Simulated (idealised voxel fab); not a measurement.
You're looking at the process module voxel capacitor over wiring.
240 nm wide, 5 nm square cells: that's cross-section cut.
Notation: cross-section as square-cell grid; stated in bands, top first, going down; one or more cell rows per band. Heights first: top, then bottom, in nm. Then materials, left to right, each with a width in nm. "all across" on a single material: fills the band edge to edge. "empty": empty space. The reference from which all heights are counted is 0, the level beneath which the as-received wafer is entirely one material; the lowest band, having no lower bound, proceeds downward and is written after the example "0 nm and below". It should be noted that a width expressed as "30 to 40" varies in equal increments from row to row of cells within the band, taking the value of the first number at the top row and that of the second number at the bottom row. Basically "no modification" means that step didn't change any cell in the cross-section. "Enclosed empty spaces" specifies each empty space that is not open to the top and that occupies no fewer than 8 cells, using the form width x height at distance, the distance measured from the left edge and all three quantities in nm. Heads up: the bit after the settings on a step's line is the simulator's remark on that step. overlay nm: on a step with a mask, how far right of its planned place the mask lay; negative means left.

Planned step list for the process
1 RECEIVE,material Si
2 CONFORMAL_DEP,material SiO2,thk nm 10
3 CONFORMAL_DEP,material SiCN,thk nm 5
4 DIRECTIONAL_DEP,material lowk,thk nm 20
5 DIRECTIONAL_DEP,material aC,thk nm 10
6 PATTERN,tone open,mask id METAL_1,material resist,width nm 30,pitch nm 80,thk nm 30,overlay nm 0
7 DIRECTIONAL_ETCH,etch materials aC,depth nm 10
8 STRIP,etch materials resist
9 DIRECTIONAL_ETCH,etch materials lowk,depth nm 20
10 DIRECTIONAL_ETCH,etch materials SiCN,depth nm 5
11 STRIP,etch materials aC
12 CONFORMAL_DEP,material TiN,thk nm 5
13 FILL_DEP,material Cu,thk nm 5
14 CMP,height nm 35
15 EPI,material Ru,thk nm 5
16 FILL_DEP,material SiCN,thk nm 5
17 DIRECTIONAL_DEP,material SiO2,thk nm 20
18 DIRECTIONAL_DEP,material aC,thk nm 15
19 PATTERN,tone open,mask id PLUG_1,material resist,width nm 15,thk nm 35,overlay nm 0
20 DIRECTIONAL_ETCH,etch materials aC,depth nm 15
21 STRIP,etch materials resist
22 DIRECTIONAL_ETCH,etch materials SiO2,depth nm 20
23 DIRECTIONAL_ETCH,etch materials SiCN,depth nm 5
24 STRIP,etch materials aC
25 EPI,material Ru,thk nm 10
26 EPI,material Ru,thk nm 10
27 EPI,material Ru,thk nm 5
28 DIRECTIONAL_DEP,material TiN,thk nm 5
29 DIRECTIONAL_DEP,material SiN,thk nm 5
30 DIRECTIONAL_DEP,material TiN,thk nm 10
31 DIRECTIONAL_DEP,material aC,thk nm 15
32 PATTERN,tone cover,mask id UPPER_PLATE,material resist,width nm 55,thk nm 35,overlay nm 0
33 DIRECTIONAL_ETCH,etch materials aC,depth nm 15
34 STRIP,etch materials resist
35 DIRECTIONAL_ETCH,etch materials TiN,depth nm 10
36 DIRECTIONAL_ETCH,etch materials SiN,depth nm 5
37 STRIP,etch materials aC
38 MASKED_ETCH,tone cover,mask id LOWER_PLATE,width nm 65,etch materials TiN,depth nm 5,overlay nm 0
39 FILL_DEP,material SiO2,thk nm 15
40 CMP,height nm 95
41 MASKED_ETCH,tone open,mask id PLUG_2,width nm 15,etch materials SiO2,depth nm 10,overlay nm 0
42 CONFORMAL_DEP,material TiN,thk nm 5
43 FILL_DEP,material Ru,thk nm 5
44 CMP,height nm 95
45 CONFORMAL_DEP,material SiN,thk nm 5

Wafer as received: cross-section following step 1
> 0 nm and below: Si all across
> Enclosed empty spaces: none

Sectioned view, first of two wafers, at the close of the module, processed as intended in the plan
> 100 nm to 95 nm: SiN all across
> 95 nm to 90 nm: SiO2: 90, TiN: 5, Ru: 5, TiN: 5, SiO2: 135
> 90 nm to 85 nm: SiO2: 90, TiN: 15, SiO2: 135
> 85 nm to 75 nm: SiO2: 80, TiN: 55, SiO2: 105
> 75 nm to 70 nm: SiO2: 80, SiN: 55, SiO2: 105
> 70 nm to 65 nm: SiO2: 75, TiN: 65, SiO2: 100
> 65 nm to 45 nm: SiO2: 80, Ru: 15, SiO2: 145
> 45 nm to 40 nm: SiCN: 80, Ru: 15, SiCN: 145
> 40 nm to 35 nm: SiCN: 60, Ru: 40, SiCN: 40, Ru: 40, SiCN: 60
> 35 nm to 15 nm: lowk: 65, TiN: 5, Cu: 20, TiN: 5, lowk: 50, TiN: 5, Cu: 20, TiN: 5, lowk: 65
> 15 nm to 10 nm: SiCN: 65, TiN: 30, SiCN: 50, TiN: 30, SiCN: 65
> 10 nm to 0 nm: SiO2 all across
> 0 nm and below: Si all across
> Enclosed empty spaces: none

Second of two wafers, module complete, sectioned: it shares the first wafer's start and plan but was run with one mistake
> 100 nm to 95 nm: SiN all across
> 95 nm to 90 nm: SiO2: 90, TiN: 5, Ru: 5, TiN: 5, SiO2: 135
> 90 nm to 85 nm: SiO2: 90, TiN: 15, SiO2: 135
> 85 nm to 75 nm: SiO2: 85, TiN: 45, SiO2: 110
> 75 nm to 70 nm: SiO2: 85, SiN: 45, SiO2: 110
> 70 nm to 65 nm: SiO2: 75, TiN: 65, SiO2: 100
> 65 nm to 45 nm: SiO2: 80, Ru: 15, SiO2: 145
> 45 nm to 40 nm: SiCN: 80, Ru: 15, SiCN: 145
> 40 nm to 35 nm: SiCN: 60, Ru: 40, SiCN: 40, Ru: 40, SiCN: 60
> 35 nm to 15 nm: lowk: 65, TiN: 5, Cu: 20, TiN: 5, lowk: 50, TiN: 5, Cu: 20, TiN: 5, lowk: 65
> 15 nm to 10 nm: SiCN: 65, TiN: 30, SiCN: 50, TiN: 30, SiCN: 65
> 10 nm to 0 nm: SiO2 all across
> 0 nm and below: Si all across
> Enclosed empty spaces: none
What went wrong in running the wafer? for step 32, the planned setting was not used; the step was instead run as PATTERN,tone cover,mask id UPPER_PLATE,material resist,width nm 45,thk nm 35,overlay nm 0
End check, counted in cells, second wafer has more or fewer of these materials than the first: 2 fewer of SiN; 6 more of SiO2; 4 fewer of TiN
